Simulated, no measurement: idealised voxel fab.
Process module name: voxel transistor to metal
Square cells of 5 nm make up the cross-section cut, whose width is 185 nm.
When this document writes out a cross-section, it uses a grid of square cells and lists it as bands, beginning at the top and moving down, with a band standing for one or more rows of cells.
Top height, bottom height, nm. Materials left to right, width each, nm. Single material + "full width" = fills band edge to edge. "air" = empty.
A quick word on heights: they are counted from 0, and under that level the wafer as it came to us is one material throughout. The lowest band is different from the rest in having no bottom; it simply continues downward, written as in "0 down".
When a width is written as two numbers, as in "30..40", the first number is the width in the top row of cells of the band and the second is the width in its bottom row, and the width changes by the same amount from each row to the next.
For the purposes of this document, the phrase "no modifications" attached to a step denotes that no cell within the cross-section was modified by that step.
The label "Closed voids list" introduces a list of the empty spaces, 8 cells or larger, that have no open way up to the top; each entry in it reads width x height at distance, where the distance is taken from the left edge and all three are stated in nm.
Heads up: the bit after the settings on a step's line is the simulator's remark on that step.
overlay nm: mask right of planned place by this much (step with mask). Neg. = left.
### Process steps - plan
1,RECEIVE | material Si
2,CONFORMAL_DEP | material SiO2 | thk nm 5
3,CONFORMAL_DEP | material SiN | thk nm 10
4,MASKED_ETCH | tone cover | mask id ACTIVE | width nm 105 | etch materials SiN | depth nm 10 | overlay nm 0
5,MASKED_ETCH | tone cover | mask id ACTIVE | width nm 105 | etch materials SiO2 | depth nm 5 | overlay nm 0
6,MASKED_ETCH | tone cover | mask id ACTIVE | width nm 105 | etch materials Si | depth nm 20 | overlay nm 0
7,OXIDIZE | depth nm 5
8,FILL_DEP | material SiO2 | thk nm 5
9,CMP | height nm 15
10,SELECTIVE_ETCH | etch materials SiO2 | depth nm 10
11,STRIP | etch materials SiN
12,SELECTIVE_ETCH | etch materials SiO2 | depth nm 5
13,OXIDIZE | depth nm 5
14,DIRECTIONAL_DEP | material polySi | thk nm 25
15,DIRECTIONAL_DEP | material SiCN | thk nm 15
16,DIRECTIONAL_DEP | material aC | thk nm 10
17,PATTERN | tone cover | mask id GATE | material resist | width nm 15 | thk nm 30 | overlay nm 0
18,DIRECTIONAL_ETCH | etch materials aC | depth nm 10
19,STRIP | etch materials resist
20,DIRECTIONAL_ETCH | etch materials SiCN | depth nm 25
21,DIRECTIONAL_ETCH | etch materials polySi | depth nm 35
22,STRIP | etch materials aC
23,CONFORMAL_DEP | material SiO2 | thk nm 5
24,DIRECTIONAL_ETCH | etch materials SiO2 | depth nm 5
25,CONFORMAL_DEP | material SiN | thk nm 5
26,DIRECTIONAL_ETCH | etch materials SiN | depth nm 5
27,DIRECTIONAL_ETCH | etch materials SiO2 | depth nm 5
28,DIRECTIONAL_ETCH | etch materials Si | depth nm 5
29,EPI | material pSi | thk nm 10
30,FILL_DEP | material SiO2 | thk nm 10
31,CMP | height nm 40
32,DIRECTIONAL_DEP | material SiO2 | thk nm 10
33,PATTERN | tone open | mask id CONTACT | material resist | width nm 20 | pitch nm 75 | thk nm 15 | overlay nm 0
34,DIRECTIONAL_ETCH | etch materials SiO2 | depth nm 50
35,STRIP | etch materials resist
36,CONFORMAL_DEP | material TiN | thk nm 5
37,FILL_DEP | material W | thk nm 10
38,CMP | height nm 50
39,DIRECTIONAL_DEP | material TiN | thk nm 5
40,DIRECTIONAL_DEP | material Ru | thk nm 25
41,DIRECTIONAL_DEP | material aC | thk nm 10
42,PATTERN | tone cover | mask id METAL_1 | material resist | width nm 20 | pitch nm 75 | thk nm 30 | overlay nm 0
43,DIRECTIONAL_ETCH | etch materials aC | depth nm 10
44,STRIP | etch materials resist
45,DIRECTIONAL_ETCH | etch materials Ru | depth nm 25
46,DIRECTIONAL_ETCH | etch materials TiN | depth nm 5
47,STRIP | etch materials aC
48,CONFORMAL_DEP | material SiN | thk nm 5
49,FILL_DEP | material lowk | thk nm 5
50,CMP | height nm 80
51,CONFORMAL_DEP | material SiCN | thk nm 5
### First of two wafers - as planned
### Cross-section, incoming material, after step 1
    0 down | Si full width
    Closed voids list: none
### Sectional view: wafer, after step 2
    5 to 0 | SiO2 full width
    Rest of section, below 0: as before.
### Sectional view: wafer, after step 3
    15 to 5 | SiN full width
    Rest of section, below 5: as before.
### Sectional view: wafer, after step 4
    15 to 5 | air 40 | SiN 105 | air 40
    Rest of section, below 5: as before.
### Sectional view: wafer, after step 5
    15 to 5 | air 40 | SiN 105 | air 40
    5 to 0 | air 40 | SiO2 105 | air 40
    Rest of section, below 0: as before.
### Sectional view: wafer, after step 6
    15 to 5 | air 40 | SiN 105 | air 40
    5 to 0 | air 40 | SiO2 105 | air 40
    0 to -20 | air 40 | Si 105 | air 40
    Rest of section, below -20: as before.
### Sectional view: wafer, after step 7
    15 to 5 | air 40 | SiN 105 | air 40
    5 to 0 | air 40 | SiO2 105 | air 40
    0 to -20 | air 40 | SiO2 5 | Si 95 | SiO2 5 | air 40
    -20 to -25 | SiO2 45 | Si 95 | SiO2 45
    Rest of section, below -25: as before.
### Sectional view: wafer, after step 8
    20 to 15 | SiO2 full width
    15 to 5 | SiO2 40 | SiN 105 | SiO2 40
    5 to 0 | SiO2 full width
    0 to -25 | SiO2 45 | Si 95 | SiO2 45
    Rest of section, below -25: as before.
### Sectional view: wafer, after step 9
    15 to 5 | SiO2 40 | SiN 105 | SiO2 40
    Rest of section, below 5: as before.
### Sectional view: wafer, after step 10
    15 to 5 | air 40 | SiN 105 | air 40
    Rest of section, below 5: as before.
### Sectional view: wafer, after step 11
    5 to 0 | SiO2 full width
    Rest of section, below 0: as before.
### Sectional view: wafer, after step 12
    0 to -25 | SiO2 45 | Si 95 | SiO2 45
    Rest of section, below -25: as before.
### Sectional view: wafer, after step 13
    0 to -5 | SiO2 full width
    Rest of section, below -5: as before.
### Sectional view: wafer, after step 14
    25 to 0 | polySi full width
    Rest of section, below 0: as before.
### Sectional view: wafer, after step 15
    40 to 25 | SiCN full width
    Rest of section, below 25: as before.
### Sectional view: wafer, after step 16
    50 to 40 | aC full width
    Rest of section, below 40: as before.
### Sectional view: wafer, after step 17
    80 to 50 | air 85 | resist 15 | air 85
    Rest of section, below 50: as before.
### Sectional view: wafer, after step 18
    70 to 50 | air 85 | resist 15 | air 85
    50 to 40 | air 85 | aC 15 | air 85
    Rest of section, below 40: as before.
### Sectional view: wafer, after step 19
    50 to 40 | air 85 | aC 15 | air 85
    Rest of section, below 40: as before.
### Sectional view: wafer, after step 20
    50 to 40 | air 85 | aC 15 | air 85
    40 to 25 | air 85 | SiCN 15 | air 85
    Rest of section, below 25: as before.
### Sectional view: wafer, after step 21
    50 to 40 | air 85 | aC 15 | air 85
    40 to 25 | air 85 | SiCN 15 | air 85
    25 to 0 | air 85 | polySi 15 | air 85
    Rest of section, below 0: as before.
### Sectional view: wafer, after step 22
    40 to 25 | air 85 | SiCN 15 | air 85
    Rest of section, below 25: as before.
### Sectional view: wafer, after step 23
    45 to 40 | air 80 | SiO2 25 | air 80
    40 to 25 | air 80 | SiO2 5 | SiCN 15 | SiO2 5 | air 80
    25 to 5 | air 80 | SiO2 5 | polySi 15 | SiO2 5 | air 80
    5 to 0 | SiO2 85 | polySi 15 | SiO2 85
    Rest of section, below 0: as before.
### Sectional view: wafer, after step 24
    40 to 25 | air 80 | SiO2 5 | SiCN 15 | SiO2 5 | air 80
    25 to 0 | air 80 | SiO2 5 | polySi 15 | SiO2 5 | air 80
    Rest of section, below 0: as before.
### Sectional view: wafer, after step 25
    45 to 40 | air 75 | SiN 35 | air 75
    40 to 25 | air 75 | SiN 5 | SiO2 5 | SiCN 15 | SiO2 5 | SiN 5 | air 75
    25 to 5 | air 75 | SiN 5 | SiO2 5 | polySi 15 | SiO2 5 | SiN 5 | air 75
    5 to 0 | SiN 80 | SiO2 5 | polySi 15 | SiO2 5 | SiN 80
    Rest of section, below 0: as before.
### Sectional view: wafer, after step 26
    40 to 25 | air 75 | SiN 5 | SiO2 5 | SiCN 15 | SiO2 5 | SiN 5 | air 75
    25 to 0 | air 75 | SiN 5 | SiO2 5 | polySi 15 | SiO2 5 | SiN 5 | air 75
    Rest of section, below 0: as before.
### Sectional view: wafer, after step 27
    40 to 35 | air 75 | SiN 5 | air 5 | SiCN 15 | air 5 | SiN 5 | air 75
    35 to 25 | air 75 | SiN 5 | SiO2 5 | SiCN 15 | SiO2 5 | SiN 5 | air 75
    25 to 0 | air 75 | SiN 5 | SiO2 5 | polySi 15 | SiO2 5 | SiN 5 | air 75
    0 to -5 | air 75 | SiO2 35 | air 75
    Rest of section, below -5: as before.
### Sectional view: wafer, after step 28
    40 to 35 | air 75 | SiN 5 | air 5 | SiCN 15 | air 5 | SiN 5 | air 75
    35 to 25 | air 75 | SiN 5 | SiO2 5 | SiCN 15 | SiO2 5 | SiN 5 | air 75
    25 to 0 | air 75 | SiN 5 | SiO2 5 | polySi 15 | SiO2 5 | SiN 5 | air 75
    0 to -5 | air 75 | SiO2 35 | air 75
    -5 to -10 | SiO2 45 | air 30 | Si 35 | air 30 | SiO2 45
    Rest of section, below -10: as before.
### Sectional view: wafer, after step 29
    40 to 35 | air 75 | SiN 5 | air 5 | SiCN 15 | air 5 | SiN 5 | air 75
    35 to 25 | air 75 | SiN 5 | SiO2 5 | SiCN 15 | SiO2 5 | SiN 5 | air 75
    25 to 5 | air 75 | SiN 5 | SiO2 5 | polySi 15 | SiO2 5 | SiN 5 | air 75
    5 to 0 | air 65 | pSi 10 | SiN 5 | SiO2 5 | polySi 15 | SiO2 5 | SiN 5 | pSi 10 | air 65
    0 to -5 | air 40 | pSi 35 | SiO2 35 | pSi 35 | air 40
    -5 to -10 | SiO2 45 | pSi 30 | Si 35 | pSi 30 | SiO2 45
    Rest of section, below -10: as before.
### Sectional view: wafer, after step 30
    50 to 40 | SiO2 full width
    40 to 25 | SiO2 75 | SiN 5 | SiO2 5 | SiCN 15 | SiO2 5 | SiN 5 | SiO2 75
    25 to 5 | SiO2 75 | SiN 5 | SiO2 5 | polySi 15 | SiO2 5 | SiN 5 | SiO2 75
    5 to 0 | SiO2 65 | pSi 10 | SiN 5 | SiO2 5 | polySi 15 | SiO2 5 | SiN 5 | pSi 10 | SiO2 65
    0 to -5 | SiO2 40 | pSi 35 | SiO2 35 | pSi 35 | SiO2 40
    Rest of section, below -5: as before.
### Sectional view: wafer, after step 31
    40 to 25 | SiO2 75 | SiN 5 | SiO2 5 | SiCN 15 | SiO2 5 | SiN 5 | SiO2 75
    Rest of section, below 25: as before.
### Sectional view: wafer, after step 32
    50 to 40 | SiO2 full width
    Rest of section, below 40: as before.
### Sectional view: wafer, after step 33
    65 to 50 | resist 45 | air 20 | resist 55 | air 20 | resist 45
    Rest of section, below 50: as before.
### Sectional view: wafer, after step 34
    65 to 50 | resist 45 | air 20 | resist 55 | air 20 | resist 45
    50 to 40 | SiO2 45 | air 20 | SiO2 55 | air 20 | SiO2 45
    40 to 25 | SiO2 45 | air 20 | SiO2 10 | SiN 5 | SiO2 5 | SiCN 15 | SiO2 5 | SiN 5 | SiO2 10 | air 20 | SiO2 45
    25 to 5 | SiO2 45 | air 20 | SiO2 10 | SiN 5 | SiO2 5 | polySi 15 | SiO2 5 | SiN 5 | SiO2 10 | air 20 | SiO2 45
    5 to 0 | SiO2 45 | air 20 | pSi 10 | SiN 5 | SiO2 5 | polySi 15 | SiO2 5 | SiN 5 | pSi 10 | air 20 | SiO2 45
    Rest of section, below 0: as before.
### Sectional view: wafer, after step 35
    50 to 40 | SiO2 45 | air 20 | SiO2 55 | air 20 | SiO2 45
    Rest of section, below 40: as before.
### Sectional view: wafer, after step 36
    55 to 50 | TiN 50 | air 10 | TiN 65 | air 10 | TiN 50
    50 to 40 | SiO2 45 | TiN 5 | air 10 | TiN 5 | SiO2 55 | TiN 5 | air 10 | TiN 5 | SiO2 45
    40 to 25 | SiO2 45 | TiN 5 | air 10 | TiN 5 | SiO2 10 | SiN 5 | SiO2 5 | SiCN 15 | SiO2 5 | SiN 5 | SiO2 10 | TiN 5 | air 10 | TiN 5 | SiO2 45
    25 to 5 | SiO2 45 | TiN 5 | air 10 | TiN 5 | SiO2 10 | SiN 5 | SiO2 5 | polySi 15 | SiO2 5 | SiN 5 | SiO2 10 | TiN 5 | air 10 | TiN 5 | SiO2 45
    5 to 0 | SiO2 45 | TiN 20 | pSi 10 | SiN 5 | SiO2 5 | polySi 15 | SiO2 5 | SiN 5 | pSi 10 | TiN 20 | SiO2 45
    Rest of section, below 0: as before.
### Sectional view: wafer, after step 37
    65 to 55 | W full width
    55 to 50 | TiN 50 | W 10 | TiN 65 | W 10 | TiN 50
    50 to 40 | SiO2 45 | TiN 5 | W 10 | TiN 5 | SiO2 55 | TiN 5 | W 10 | TiN 5 | SiO2 45
    40 to 25 | SiO2 45 | TiN 5 | W 10 | TiN 5 | SiO2 10 | SiN 5 | SiO2 5 | SiCN 15 | SiO2 5 | SiN 5 | SiO2 10 | TiN 5 | W 10 | TiN 5 | SiO2 45
    25 to 5 | SiO2 45 | TiN 5 | W 10 | TiN 5 | SiO2 10 | SiN 5 | SiO2 5 | polySi 15 | SiO2 5 | SiN 5 | SiO2 10 | TiN 5 | W 10 | TiN 5 | SiO2 45
    Rest of section, below 5: as before.
### Sectional view: wafer, after step 38
    50 to 40 | SiO2 45 | TiN 5 | W 10 | TiN 5 | SiO2 55 | TiN 5 | W 10 | TiN 5 | SiO2 45
    Rest of section, below 40: as before.
### Sectional view: wafer, after step 39
    55 to 50 | TiN full width
    Rest of section, below 50: as before.
### Sectional view: wafer, after step 40
    80 to 55 | Ru full width
    Rest of section, below 55: as before.
### Sectional view: wafer, after step 41
    90 to 80 | aC full width
    Rest of section, below 80: as before.
### Sectional view: wafer, after step 42
    120 to 90 | air 45 | resist 20 | air 55 | resist 20 | air 45
    Rest of section, below 90: as before.
### Sectional view: wafer, after step 43
    110 to 90 | air 45 | resist 20 | air 55 | resist 20 | air 45
    90 to 80 | air 45 | aC 20 | air 55 | aC 20 | air 45
    Rest of section, below 80: as before.
### Sectional view: wafer, after step 44
    90 to 80 | air 45 | aC 20 | air 55 | aC 20 | air 45
    Rest of section, below 80: as before.
### Sectional view: wafer, after step 45
    90 to 80 | air 45 | aC 20 | air 55 | aC 20 | air 45
    80 to 55 | air 45 | Ru 20 | air 55 | Ru 20 | air 45
    Rest of section, below 55: as before.
### Sectional view: wafer, after step 46
    90 to 80 | air 45 | aC 20 | air 55 | aC 20 | air 45
    80 to 55 | air 45 | Ru 20 | air 55 | Ru 20 | air 45
    55 to 50 | air 45 | TiN 20 | air 55 | TiN 20 | air 45
    Rest of section, below 50: as before.
### Sectional view: wafer, after step 47
    80 to 55 | air 45 | Ru 20 | air 55 | Ru 20 | air 45
    Rest of section, below 55: as before.
### Sectional view: wafer, after step 48
    85 to 80 | air 40 | SiN 30 | air 45 | SiN 30 | air 40
    80 to 55 | air 40 | SiN 5 | Ru 20 | SiN 5 | air 45 | SiN 5 | Ru 20 | SiN 5 | air 40
    55 to 50 | SiN 45 | TiN 20 | SiN 55 | TiN 20 | SiN 45
    Rest of section, below 50: as before.
### Sectional view: wafer, after step 49
    90 to 85 | lowk full width
    85 to 80 | lowk 40 | SiN 30 | lowk 45 | SiN 30 | lowk 40
    80 to 55 | lowk 40 | SiN 5 | Ru 20 | SiN 5 | lowk 45 | SiN 5 | Ru 20 | SiN 5 | lowk 40
    Rest of section, below 55: as before.
### Sectional view: wafer, after step 50
    80 to 55 | lowk 40 | SiN 5 | Ru 20 | SiN 5 | lowk 45 | SiN 5 | Ru 20 | SiN 5 | lowk 40
    Rest of section, below 55: as before.
### Sectional view: wafer, after step 51
    85 to 80 | SiCN full width
    Rest of section, below 80: as before.
### Wafer two of two - same starting point, same process plan, one mistake in execution; matches wafer one up to and including step 41
### when step 42 should have ended
    120 to 90 | air 40 | resist 30 | air 45 | resist 30 | air 40
    Rest of section, below 90: as before.
### when step 43 should have ended
    110 to 90 | air 40 | resist 30 | air 45 | resist 30 | air 40
    90 to 80 | air 40 | aC 30 | air 45 | aC 30 | air 40
    Rest of section, below 80: as before.
### when step 44 should have ended
    90 to 80 | air 40 | aC 30 | air 45 | aC 30 | air 40
    Rest of section, below 80: as before.
### when step 45 should have ended
    90 to 80 | air 40 | aC 30 | air 45 | aC 30 | air 40
    80 to 55 | air 40 | Ru 30 | air 45 | Ru 30 | air 40
    Rest of section, below 55: as before.
### when step 46 should have ended
    90 to 80 | air 40 | aC 30 | air 45 | aC 30 | air 40
    80 to 55 | air 40 | Ru 30 | air 45 | Ru 30 | air 40
    55 to 50 | air 40 | TiN 30 | air 45 | TiN 30 | air 40
    Rest of section, below 50: as before.
### when step 47 should have ended
    80 to 55 | air 40 | Ru 30 | air 45 | Ru 30 | air 40
    Rest of section, below 55: as before.
### when step 48 should have ended
    85 to 80 | air 35 | SiN 40 | air 35 | SiN 40 | air 35
    80 to 55 | air 35 | SiN 5 | Ru 30 | SiN 5 | air 35 | SiN 5 | Ru 30 | SiN 5 | air 35
    55 to 50 | SiN 40 | TiN 30 | SiN 45 | TiN 30 | SiN 40
    Rest of section, below 50: as before.
### when step 49 should have ended
    90 to 85 | lowk full width
    85 to 80 | lowk 35 | SiN 40 | lowk 35 | SiN 40 | lowk 35
    80 to 55 | lowk 35 | SiN 5 | Ru 30 | SiN 5 | lowk 35 | SiN 5 | Ru 30 | SiN 5 | lowk 35
    Rest of section, below 55: as before.
### when step 50 should have ended
    80 to 55 | lowk 35 | SiN 5 | Ru 30 | SiN 5 | lowk 35 | SiN 5 | Ru 30 | SiN 5 | lowk 35
    Rest of section, below 55: as before.
### when step 51 should have ended
    85 to 80 | SiCN full width
    Rest of section, below 80: as before.
Finding, execution versus plan: heads up, step 42 didn't go per plan, it actually ran as PATTERN | tone cover | mask id METAL_1 | material resist | width nm 30 | pitch nm 75 | thk nm 30 | overlay nm 0
Count the cells at the end and the second wafer has more or fewer of some materials than the first: Ru: 20 more, SiN: 4 fewer, TiN: 4 more, lowk: 20 fewer
